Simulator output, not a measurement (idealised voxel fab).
A process module follows: voxel wiring stack.
Pictured: cross-section cut, 265 nm wide, on a grid of 5 nm square cells.
In what follows, cross-sections appear as grids of square cells, described through bands that run from the top down, where every band is one or more rows of cells.
Quick guide to a band line: top height, bottom height (nm) up front; then every material left to right with its width in nm. Only one material and it's marked "full width"? Then it fills the band edge to edge. And "air" just means empty space.
The level at which height equals 0 is the one under which the wafer, as it arrives, is entirely one material. No lower edge exists for the bottom band, which continues downward and is notated as in "top 0, no bottom".
The notation "30->40" denotes a width that varies across the rows of cells in the band, beginning at the first number in the top row, finishing at the second number in the bottom row, and changing by an identical amount from each row to the next.
It should be understood that the words "remained unchanged", when stated for a given step, signify that the cross-section underwent no change in any of its cells during that step.
The label "Enclosed internal voids" introduces a list of the empty spaces, 8 cells or larger, that have no open way up to the top; each entry in it reads width x height at distance, where the distance is taken from the left edge and all three are stated in nm.
Formally, on a step line, whatever follows the settings is a remark that the simulator itself makes on the step.
What "overlay nm" on a step's line means: if the step has a mask, that mask lay this far to the right of its planned place, or, when the value is negative, to the left.

# Steps planned for the process
1: RECEIVE,material Si
2: CONFORMAL_DEP,material SiO2,thk nm 15
3: DIRECTIONAL_DEP,material TiN,thk nm 5
4: DIRECTIONAL_DEP,material Ru,thk nm 20
5: MASKED_ETCH,tone cover,mask id METAL_1,width nm 30,pitch nm 50,etch materials Ru,depth nm 20,overlay nm 0
6: MASKED_ETCH,tone cover,mask id METAL_1,width nm 30,pitch nm 50,etch materials TiN,depth nm 5,overlay nm 0
7: FILL_DEP,material SiO2,thk nm 5
8: CMP,height nm 40
9: CONFORMAL_DEP,material SiCN,thk nm 5
10: DIRECTIONAL_DEP,material lowk,thk nm 15
11: MASKED_ETCH,tone open,mask id PLUG_1,width nm 15,pitch nm 100,etch materials lowk,depth nm 15,overlay nm 0
12: MASKED_ETCH,tone open,mask id PLUG_1,width nm 15,pitch nm 100,etch materials SiCN,depth nm 5,overlay nm 0
13: CONFORMAL_DEP,material TiN,thk nm 5
14: FILL_DEP,material Cu,thk nm 10
15: CMP,height nm 60
16: DIRECTIONAL_DEP,material TiN,thk nm 5
17: DIRECTIONAL_DEP,material Ru,thk nm 15
18: DIRECTIONAL_DEP,material aC,thk nm 15
19: PATTERN,tone cover,mask id METAL_2,material resist,width nm 30,pitch nm 50,thk nm 30,overlay nm 0
20: DIRECTIONAL_ETCH,etch materials aC,depth nm 15
21: STRIP,etch materials resist
22: DIRECTIONAL_ETCH,etch materials Ru,depth nm 15
23: DIRECTIONAL_ETCH,etch materials TiN,depth nm 5
24: STRIP,etch materials aC
25: CONFORMAL_DEP,material SiCN,thk nm 5
26: FILL_DEP,material lowk,thk nm 5
27: CMP,height nm 80
28: CONFORMAL_DEP,material SiCN,thk nm 5
29: DIRECTIONAL_DEP,material SiO2,thk nm 15
30: MASKED_ETCH,tone open,mask id PLUG_2,width nm 15,pitch nm 100,etch materials SiO2,depth nm 15,overlay nm 0
31: MASKED_ETCH,tone open,mask id PLUG_2,width nm 15,pitch nm 100,etch materials SiCN,depth nm 5,overlay nm 0
32: EPI,material Ru,thk nm 10
33: EPI,material Ru,thk nm 10
34: DIRECTIONAL_DEP,material TiN,thk nm 5
35: DIRECTIONAL_DEP,material Ru,thk nm 20
36: MASKED_ETCH,tone cover,mask id METAL_3,width nm 30,pitch nm 50,etch materials Ru,depth nm 20,overlay nm 0
37: MASKED_ETCH,tone cover,mask id METAL_3,width nm 30,pitch nm 50,etch materials TiN,depth nm 5,overlay nm 0
38: FILL_DEP,material SiO2,thk nm 5
39: CMP,height nm 125
40: CONFORMAL_DEP,material SiCN,thk nm 5
41: DIRECTIONAL_DEP,material lowk,thk nm 15
42: MASKED_ETCH,tone open,mask id PLUG_3,width nm 15,pitch nm 50,etch materials lowk,depth nm 15,overlay nm 0
43: MASKED_ETCH,tone open,mask id PLUG_3,width nm 15,pitch nm 50,etch materials SiCN,depth nm 5,overlay nm 0
44: EPI,material Ru,thk nm 10
45: EPI,material Ru,thk nm 10
46: CONFORMAL_DEP,material SiN,thk nm 5
47: DIRECTIONAL_DEP,material lowk,thk nm 15
48: MASKED_ETCH,tone open,mask id METAL_4,width nm 30,pitch nm 50,etch materials lowk,depth nm 15,overlay nm 0
49: MASKED_ETCH,tone open,mask id METAL_4,width nm 30,pitch nm 50,etch materials SiN,depth nm 5,overlay nm 0
50: CONFORMAL_DEP,material TiN,thk nm 5
51: FILL_DEP,material Ru,thk nm 10
52: CMP,height nm 165
53: CONFORMAL_DEP,material SiCN,thk nm 5

# What follows covers the first of two wafers; it ran as planned

# Cross-section: wafer on arrival = after step 1
	top 0, no bottom  Si full width
	Enclosed internal voids: none

# So this is the wafer cross-section right after step 2
	top 15, bottom 0  SiO2 full width
	Note: structure below 0 unchanged.

# So this is the wafer cross-section right after step 3
	top 20, bottom 15  TiN full width
	Note: structure below 15 unchanged.

# So this is the wafer cross-section right after step 4
	top 40, bottom 20  Ru full width
	Note: structure below 20 unchanged.

# So this is the wafer cross-section right after step 5
	top 40, bottom 20  air=40 / Ru=30 / air=20 / Ru=30 / air=20 / Ru=30 / air=20 / Ru=30 / air=45
	Note: structure below 20 unchanged.

# So this is the wafer cross-section right after step 6
	top 40, bottom 20  air=40 / Ru=30 / air=20 / Ru=30 / air=20 / Ru=30 / air=20 / Ru=30 / air=45
	top 20, bottom 15  air=40 / TiN=30 / air=20 / TiN=30 / air=20 / TiN=30 / air=20 / TiN=30 / air=45
	Note: structure below 15 unchanged.

# So this is the wafer cross-section right after step 7
	top 45, bottom 40  SiO2 full width
	top 40, bottom 20  SiO2=40 / Ru=30 / SiO2=20 / Ru=30 / SiO2=20 / Ru=30 / SiO2=20 / Ru=30 / SiO2=45
	top 20, bottom 15  SiO2=40 / TiN=30 / SiO2=20 / TiN=30 / SiO2=20 / TiN=30 / SiO2=20 / TiN=30 / SiO2=45
	Note: structure below 15 unchanged.

# So this is the wafer cross-section right after step 8
	top 40, bottom 20  SiO2=40 / Ru=30 / SiO2=20 / Ru=30 / SiO2=20 / Ru=30 / SiO2=20 / Ru=30 / SiO2=45
	Note: structure below 20 unchanged.

# So this is the wafer cross-section right after step 9
	top 45, bottom 40  SiCN full width
	Note: structure below 40 unchanged.

# So this is the wafer cross-section right after step 10
	top 60, bottom 45  lowk full width
	Note: structure below 45 unchanged.

# So this is the wafer cross-section right after step 11
	top 60, bottom 45  lowk=40 / air=15 / lowk=85 / air=15 / lowk=110
	Note: structure below 45 unchanged.

# So this is the wafer cross-section right after step 12
	top 60, bottom 45  lowk=40 / air=15 / lowk=85 / air=15 / lowk=110
	top 45, bottom 40  SiCN=40 / air=15 / SiCN=85 / air=15 / SiCN=110
	Note: structure below 40 unchanged.

# So this is the wafer cross-section right after step 13
	top 65, bottom 60  TiN=45 / air=5 / TiN=95 / air=5 / TiN=115
	top 60, bottom 45  lowk=40 / TiN=5 / air=5 / TiN=5 / lowk=85 / TiN=5 / air=5 / TiN=5 / lowk=110
	top 45, bottom 40  SiCN=40 / TiN=15 / SiCN=85 / TiN=15 / SiCN=110
	Note: structure below 40 unchanged.

# So this is the wafer cross-section right after step 14
	top 75, bottom 65  Cu full width
	top 65, bottom 60  TiN=45 / Cu=5 / TiN=95 / Cu=5 / TiN=115
	top 60, bottom 45  lowk=40 / TiN=5 / Cu=5 / TiN=5 / lowk=85 / TiN=5 / Cu=5 / TiN=5 / lowk=110
	Note: structure below 45 unchanged.

# So this is the wafer cross-section right after step 15
	top 60, bottom 45  lowk=40 / TiN=5 / Cu=5 / TiN=5 / lowk=85 / TiN=5 / Cu=5 / TiN=5 / lowk=110
	Note: structure below 45 unchanged.

# So this is the wafer cross-section right after step 16
	top 65, bottom 60  TiN full width
	Note: structure below 60 unchanged.

# So this is the wafer cross-section right after step 17
	top 80, bottom 65  Ru full width
	Note: structure below 65 unchanged.

# So this is the wafer cross-section right after step 18
	top 95, bottom 80  aC full width
	Note: structure below 80 unchanged.

# So this is the wafer cross-section right after step 19
	top 125, bottom 95  air=40 / resist=30 / air=20 / resist=30 / air=20 / resist=30 / air=20 / resist=30 / air=45
	Note: structure below 95 unchanged.

# So this is the wafer cross-section right after step 20
	top 110, bottom 95  air=40 / resist=30 / air=20 / resist=30 / air=20 / resist=30 / air=20 / resist=30 / air=45
	top 95, bottom 80  air=40 / aC=30 / air=20 / aC=30 / air=20 / aC=30 / air=20 / aC=30 / air=45
	Note: structure below 80 unchanged.

# So this is the wafer cross-section right after step 21
	top 95, bottom 80  air=40 / aC=30 / air=20 / aC=30 / air=20 / aC=30 / air=20 / aC=30 / air=45
	Note: structure below 80 unchanged.

# So this is the wafer cross-section right after step 22
	top 95, bottom 80  air=40 / aC=30 / air=20 / aC=30 / air=20 / aC=30 / air=20 / aC=30 / air=45
	top 80, bottom 65  air=40 / Ru=30 / air=20 / Ru=30 / air=20 / Ru=30 / air=20 / Ru=30 / air=45
	Note: structure below 65 unchanged.

# So this is the wafer cross-section right after step 23
	top 95, bottom 80  air=40 / aC=30 / air=20 / aC=30 / air=20 / aC=30 / air=20 / aC=30 / air=45
	top 80, bottom 65  air=40 / Ru=30 / air=20 / Ru=30 / air=20 / Ru=30 / air=20 / Ru=30 / air=45
	top 65, bottom 60  air=40 / TiN=30 / air=20 / TiN=30 / air=20 / TiN=30 / air=20 / TiN=30 / air=45
	Note: structure below 60 unchanged.

# So this is the wafer cross-section right after step 24
	top 80, bottom 65  air=40 / Ru=30 / air=20 / Ru=30 / air=20 / Ru=30 / air=20 / Ru=30 / air=45
	Note: structure below 65 unchanged.

# So this is the wafer cross-section right after step 25
	top 85, bottom 80  air=35 / SiCN=40 / air=10 / SiCN=40 / air=10 / SiCN=40 / air=10 / SiCN=40 / air=40
	top 80, bottom 65  air=35 / SiCN=5 / Ru=30 / SiCN=5 / air=10 / SiCN=5 / Ru=30 / SiCN=5 / air=10 / SiCN=5 / Ru=30 / SiCN=5 / air=10 / SiCN=5 / Ru=30 / SiCN=5 / air=40
	top 65, bottom 60  SiCN=40 / TiN=30 / SiCN=20 / TiN=30 / SiCN=20 / TiN=30 / SiCN=20 / TiN=30 / SiCN=45
	Note: structure below 60 unchanged.

# So this is the wafer cross-section right after step 26
	top 90, bottom 85  lowk full width
	top 85, bottom 80  lowk=35 / SiCN=40 / lowk=10 / SiCN=40 / lowk=10 / SiCN=40 / lowk=10 / SiCN=40 / lowk=40
	top 80, bottom 65  lowk=35 / SiCN=5 / Ru=30 / SiCN=5 / lowk=10 / SiCN=5 / Ru=30 / SiCN=5 / lowk=10 / SiCN=5 / Ru=30 / SiCN=5 / lowk=10 / SiCN=5 / Ru=30 / SiCN=5 / lowk=40
	Note: structure below 65 unchanged.

# So this is the wafer cross-section right after step 27
	top 80, bottom 65  lowk=35 / SiCN=5 / Ru=30 / SiCN=5 / lowk=10 / SiCN=5 / Ru=30 / SiCN=5 / lowk=10 / SiCN=5 / Ru=30 / SiCN=5 / lowk=10 / SiCN=5 / Ru=30 / SiCN=5 / lowk=40
	Note: structure below 65 unchanged.

# So this is the wafer cross-section right after step 28
	top 85, bottom 80  SiCN full width
	Note: structure below 80 unchanged.

# So this is the wafer cross-section right after step 29
	top 100, bottom 85  SiO2 full width
	Note: structure below 85 unchanged.

# So this is the wafer cross-section right after step 30
	top 100, bottom 85  SiO2=40 / air=15 / SiO2=85 / air=15 / SiO2=110
	Note: structure below 85 unchanged.

# So this is the wafer cross-section right after step 31
	top 100, bottom 85  SiO2=40 / air=15 / SiO2=85 / air=15 / SiO2=110
	top 85, bottom 80  SiCN=40 / air=15 / SiCN=85 / air=15 / SiCN=110
	Note: structure below 80 unchanged.

# So this is the wafer cross-section right after step 32
	top 100, bottom 90  SiO2=40 / air=15 / SiO2=85 / air=15 / SiO2=110
	top 90, bottom 85  SiO2=40 / Ru=15 / SiO2=85 / Ru=15 / SiO2=110
	top 85, bottom 80  SiCN=40 / Ru=15 / SiCN=85 / Ru=15 / SiCN=110
	Note: structure below 80 unchanged.

# So this is the wafer cross-section right after step 33
	top 100, bottom 85  SiO2=40 / Ru=15 / SiO2=85 / Ru=15 / SiO2=110
	Note: structure below 85 unchanged.

# So this is the wafer cross-section right after step 34
	top 105, bottom 100  TiN full width
	Note: structure below 100 unchanged.

# So this is the wafer cross-section right after step 35
	top 125, bottom 105  Ru full width
	Note: structure below 105 unchanged.

# So this is the wafer cross-section right after step 36
	top 125, bottom 105  air=40 / Ru=30 / air=20 / Ru=30 / air=20 / Ru=30 / air=20 / Ru=30 / air=45
	Note: structure below 105 unchanged.

# So this is the wafer cross-section right after step 37
	top 125, bottom 105  air=40 / Ru=30 / air=20 / Ru=30 / air=20 / Ru=30 / air=20 / Ru=30 / air=45
	top 105, bottom 100  air=40 / TiN=30 / air=20 / TiN=30 / air=20 / TiN=30 / air=20 / TiN=30 / air=45
	Note: structure below 100 unchanged.

# So this is the wafer cross-section right after step 38
	top 130, bottom 125  SiO2 full width
	top 125, bottom 105  SiO2=40 / Ru=30 / SiO2=20 / Ru=30 / SiO2=20 / Ru=30 / SiO2=20 / Ru=30 / SiO2=45
	top 105, bottom 100  SiO2=40 / TiN=30 / SiO2=20 / TiN=30 / SiO2=20 / TiN=30 / SiO2=20 / TiN=30 / SiO2=45
	Note: structure below 100 unchanged.

# So this is the wafer cross-section right after step 39
	top 125, bottom 105  SiO2=40 / Ru=30 / SiO2=20 / Ru=30 / SiO2=20 / Ru=30 / SiO2=20 / Ru=30 / SiO2=45
	Note: structure below 105 unchanged.

# So this is the wafer cross-section right after step 40
	top 130, bottom 125  SiCN full width
	Note: structure below 125 unchanged.

# So this is the wafer cross-section right after step 41
	top 145, bottom 130  lowk full width
	Note: structure below 130 unchanged.

# So this is the wafer cross-section right after step 42
	top 145, bottom 130  lowk=40 / air=15 / lowk=35 / air=15 / lowk=35 / air=15 / lowk=35 / air=15 / lowk=60
	Note: structure below 130 unchanged.

# So this is the wafer cross-section right after step 43
	top 145, bottom 130  lowk=40 / air=15 / lowk=35 / air=15 / lowk=35 / air=15 / lowk=35 / air=15 / lowk=60
	top 130, bottom 125  SiCN=40 / air=15 / SiCN=35 / air=15 / SiCN=35 / air=15 / SiCN=35 / air=15 / SiCN=60
	Note: structure below 125 unchanged.

# So this is the wafer cross-section right after step 44
	top 145, bottom 135  lowk=40 / air=15 / lowk=35 / air=15 / lowk=35 / air=15 / lowk=35 / air=15 / lowk=60
	top 135, bottom 130  lowk=40 / Ru=15 / lowk=35 / Ru=15 / lowk=35 / Ru=15 / lowk=35 / Ru=15 / lowk=60
	top 130, bottom 125  SiCN=40 / Ru=15 / SiCN=35 / Ru=15 / SiCN=35 / Ru=15 / SiCN=35 / Ru=15 / SiCN=60
	Note: structure below 125 unchanged.

# So this is the wafer cross-section right after step 45
	top 145, bottom 130  lowk=40 / Ru=15 / lowk=35 / Ru=15 / lowk=35 / Ru=15 / lowk=35 / Ru=15 / lowk=60
	Note: structure below 130 unchanged.

# So this is the wafer cross-section right after step 46
	top 150, bottom 145  SiN full width
	Note: structure below 145 unchanged.

# So this is the wafer cross-section right after step 47
	top 165, bottom 150  lowk full width
	Note: structure below 150 unchanged.

# So this is the wafer cross-section right after step 48
	top 165, bottom 150  lowk=40 / air=30 / lowk=20 / air=30 / lowk=20 / air=30 / lowk=20 / air=30 / lowk=45
	Note: structure below 150 unchanged.

# So this is the wafer cross-section right after step 49
	top 165, bottom 150  lowk=40 / air=30 / lowk=20 / air=30 / lowk=20 / air=30 / lowk=20 / air=30 / lowk=45
	top 150, bottom 145  SiN=40 / air=30 / SiN=20 / air=30 / SiN=20 / air=30 / SiN=20 / air=30 / SiN=45
	Note: structure below 145 unchanged.

# So this is the wafer cross-section right after step 50
	top 170, bottom 165  TiN=45 / air=20 / TiN=30 / air=20 / TiN=30 / air=20 / TiN=30 / air=20 / TiN=50
	top 165, bottom 150  lowk=40 / TiN=5 / air=20 / TiN=5 / lowk=20 / TiN=5 / air=20 / TiN=5 / lowk=20 / TiN=5 / air=20 / TiN=5 / lowk=20 / TiN=5 / air=20 / TiN=5 / lowk=45
	top 150, bottom 145  SiN=40 / TiN=30 / SiN=20 / TiN=30 / SiN=20 / TiN=30 / SiN=20 / TiN=30 / SiN=45
	Note: structure below 145 unchanged.

# So this is the wafer cross-section right after step 51
	top 180, bottom 170  Ru full width
	top 170, bottom 165  TiN=45 / Ru=20 / TiN=30 / Ru=20 / TiN=30 / Ru=20 / TiN=30 / Ru=20 / TiN=50
	top 165, bottom 150  lowk=40 / TiN=5 / Ru=20 / TiN=5 / lowk=20 / TiN=5 / Ru=20 / TiN=5 / lowk=20 / TiN=5 / Ru=20 / TiN=5 / lowk=20 / TiN=5 / Ru=20 / TiN=5 / lowk=45
	Note: structure below 150 unchanged.

# So this is the wafer cross-section right after step 52
	top 165, bottom 150  lowk=40 / TiN=5 / Ru=20 / TiN=5 / lowk=20 / TiN=5 / Ru=20 / TiN=5 / lowk=20 / TiN=5 / Ru=20 / TiN=5 / lowk=20 / TiN=5 / Ru=20 / TiN=5 / lowk=45
	Note: structure below 150 unchanged.

# So this is the wafer cross-section right after step 53
	top 170, bottom 165  SiCN full width
	Note: structure below 165 unchanged.

# Wafer two. Same start, same plan, one slip in execution. Same as wafer one through step 45, inclusive

# What the second wafer looks like in cross-section when step 46 should have wrapped up
	top 160, bottom 145  lowk full width
	Note: structure below 145 unchanged.

# What the second wafer looks like in cross-section when step 47 should have wrapped up
	top 165, bottom 160  SiN full width
	Note: structure below 160 unchanged.

What the second wafer looks like in cross-section when step 48 should have wrapped up: remained unchanged

# What the second wafer looks like in cross-section when step 49 should have wrapped up
	top 165, bottom 160  SiN=40 / air=30 / SiN=20 / air=30 / SiN=20 / air=30 / SiN=20 / air=30 / SiN=45
	Note: structure below 160 unchanged.

# What the second wafer looks like in cross-section when step 50 should have wrapped up
	top 170, bottom 165  TiN=45 / air=20 / TiN=30 / air=20 / TiN=30 / air=20 / TiN=30 / air=20 / TiN=50
	top 165, bottom 160  SiN=40 / TiN=30 / SiN=20 / TiN=30 / SiN=20 / TiN=30 / SiN=20 / TiN=30 / SiN=45
	Note: structure below 160 unchanged.

# What the second wafer looks like in cross-section when step 51 should have wrapped up
	top 180, bottom 170  Ru full width
	top 170, bottom 165  TiN=45 / Ru=20 / TiN=30 / Ru=20 / TiN=30 / Ru=20 / TiN=30 / Ru=20 / TiN=50
	Note: structure below 165 unchanged.

# What the second wafer looks like in cross-section when step 52 should have wrapped up
	top 165, bottom 160  SiN=40 / TiN=30 / SiN=20 / TiN=30 / SiN=20 / TiN=30 / SiN=20 / TiN=30 / SiN=45
	Note: structure below 160 unchanged.

# What the second wafer looks like in cross-section when step 53 should have wrapped up
	top 170, bottom 165  SiCN full width
	Note: structure below 165 unchanged.
Where did the run depart from the plan? swap of plan steps 46 and 47 during execution
The closing comparison, in cells, has the second wafer with more or fewer of some materials than the first: 48 fewer of Ru; 24 fewer of TiN; 72 more of lowk
